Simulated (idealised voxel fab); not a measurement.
Documented hereafter: the process module known as voxel capacitor over wiring.
cross-section cut | 155 nm wide | cells 5 nm
This document writes a cross-section as a grid whose cells are square, and gives it as bands, listed from the top down; one or more rows of cells form a band.
Within each band entry, the heights of the top and of the bottom of the band appear first, in that order and in nm; the materials of the band then follow from left to right, each with its corresponding width in nm. The designation "edge to edge" on a single material indicates that it fills the band from edge to edge; the designation "empty" indicates empty space.
A quick word on heights: they are counted from 0, and under that level the wafer as it came to us is one material throughout. The lowest band is different from the rest in having no bottom; it simply continues downward, written as in "z 0 and below".
Quick explanation for "30->40": the width changes in equal steps down the rows of cells, from the first number in the band's top row to the second number in its bottom row.
"no change occurred" (step): cross-section cells unchanged, all of them.
The list in "Sealed-off cavities" covers empty spaces of 8 cells or more that cannot reach the top through any open way, and it gives each as width x height at distance; the distance is from the left edge, and width, height and distance are in nm.
Whatever follows a step's settings on its line is a remark the simulator itself makes about that step.
What "overlay nm" on a step's line means: if the step has a mask, that mask lay this far to the right of its planned place, or, when the value is negative, to the left.

List of planned process steps:
1. RECEIVE with material Si
2. CONFORMAL_DEP with material SiO2, thk nm 10
3. CONFORMAL_DEP with material SiCN, thk nm 5
4. DIRECTIONAL_DEP with material SiO2, thk nm 15
5. DIRECTIONAL_DEP with material aC, thk nm 15
6. PATTERN with tone open, mask id METAL_1, material resist, width nm 20, pitch nm 80, thk nm 35, overlay nm 0
7. DIRECTIONAL_ETCH with etch materials aC, depth nm 15
8. STRIP with etch materials resist
9. DIRECTIONAL_ETCH with etch materials SiO2, depth nm 15
10. DIRECTIONAL_ETCH with etch materials SiCN, depth nm 5
11. STRIP with etch materials aC
12. CONFORMAL_DEP with material TiN, thk nm 5
13. FILL_DEP with material Ru, thk nm 5
14. CMP with height nm 30
15. EPI with material Ru, thk nm 5
16. FILL_DEP with material SiCN, thk nm 5
17. DIRECTIONAL_DEP with material lowk, thk nm 10
18. MASKED_ETCH with tone open, mask id PLUG_1, width nm 15, etch materials lowk, depth nm 10, overlay nm 0
19. MASKED_ETCH with tone open, mask id PLUG_1, width nm 15, etch materials SiCN, depth nm 5, overlay nm 0
20. CONFORMAL_DEP with material TiN, thk nm 5
21. FILL_DEP with material W, thk nm 5
22. CMP with height nm 50
23. DIRECTIONAL_DEP with material TiN, thk nm 5
24. DIRECTIONAL_DEP with material HfO2, thk nm 5
25. DIRECTIONAL_DEP with material TiN, thk nm 10
26. DIRECTIONAL_DEP with material aC, thk nm 15
27. PATTERN with tone cover, mask id UPPER_PLATE, material resist, width nm 65, thk nm 30, overlay nm 0
28. DIRECTIONAL_ETCH with etch materials aC, depth nm 15
29. STRIP with etch materials resist
30. DIRECTIONAL_ETCH with etch materials TiN, depth nm 10
31. DIRECTIONAL_ETCH with etch materials HfO2, depth nm 5
32. STRIP with etch materials aC
33. MASKED_ETCH with tone cover, mask id LOWER_PLATE, width nm 65, etch materials TiN, depth nm 5, overlay nm 0
34. FILL_DEP with material SiO2, thk nm 20
35. CMP with height nm 85
36. DIRECTIONAL_DEP with material aC, thk nm 15
37. PATTERN with tone open, mask id PLUG_2, material resist, width nm 15, thk nm 30, overlay nm 0
38. DIRECTIONAL_ETCH with etch materials aC, depth nm 15
39. STRIP with etch materials resist
40. DIRECTIONAL_ETCH with etch materials SiO2, depth nm 15
41. STRIP with etch materials aC
42. CONFORMAL_DEP with material TiN, thk nm 5
43. FILL_DEP with material Cu, thk nm 10
44. CMP with height nm 85
45. CONFORMAL_DEP with material SiN, thk nm 5
varied across the wafers: width nm of step 33. The plan shows the first wafer's value. All wafers start alike

Cross-section: the first of several wafers in its as-received state, i.e. following step 1:
> z 0 and below = Si edge to edge
> Sealed-off cavities: none

Below, a row for every wafer. Read it as the end-of-module picture: for each material the wafer shows its cells gained (+) or lost (-) since it was received, and then its closed voids:
width nm 65 | +2 Cu | +13 HfO2 | +24 Ru | +70 SiCN | +31 SiN | +287 SiO2 | +73 TiN | +2 W | +56 lowk | Sealed-off cavities: none
width nm 70 | +2 Cu | +13 HfO2 | +24 Ru | +70 SiCN | +31 SiN | +286 SiO2 | +74 TiN | +2 W | +56 lowk | Sealed-off cavities: none
width nm 75 | +2 Cu | +13 HfO2 | +24 Ru | +70 SiCN | +31 SiN | +285 SiO2 | +75 TiN | +2 W | +56 lowk | Sealed-off cavities: none
width nm 80 | +2 Cu | +13 HfO2 | +24 Ru | +70 SiCN | +31 SiN | +284 SiO2 | +76 TiN | +2 W | +56 lowk | Sealed-off cavities: none
width nm 85 | +2 Cu | +13 HfO2 | +24 Ru | +70 SiCN | +31 SiN | +283 SiO2 | +77 TiN | +2 W | +56 lowk | Sealed-off cavities: none
width nm 90 | +2 Cu | +13 HfO2 | +24 Ru | +70 SiCN | +31 SiN | +282 SiO2 | +78 TiN | +2 W | +56 lowk | Sealed-off cavities: none
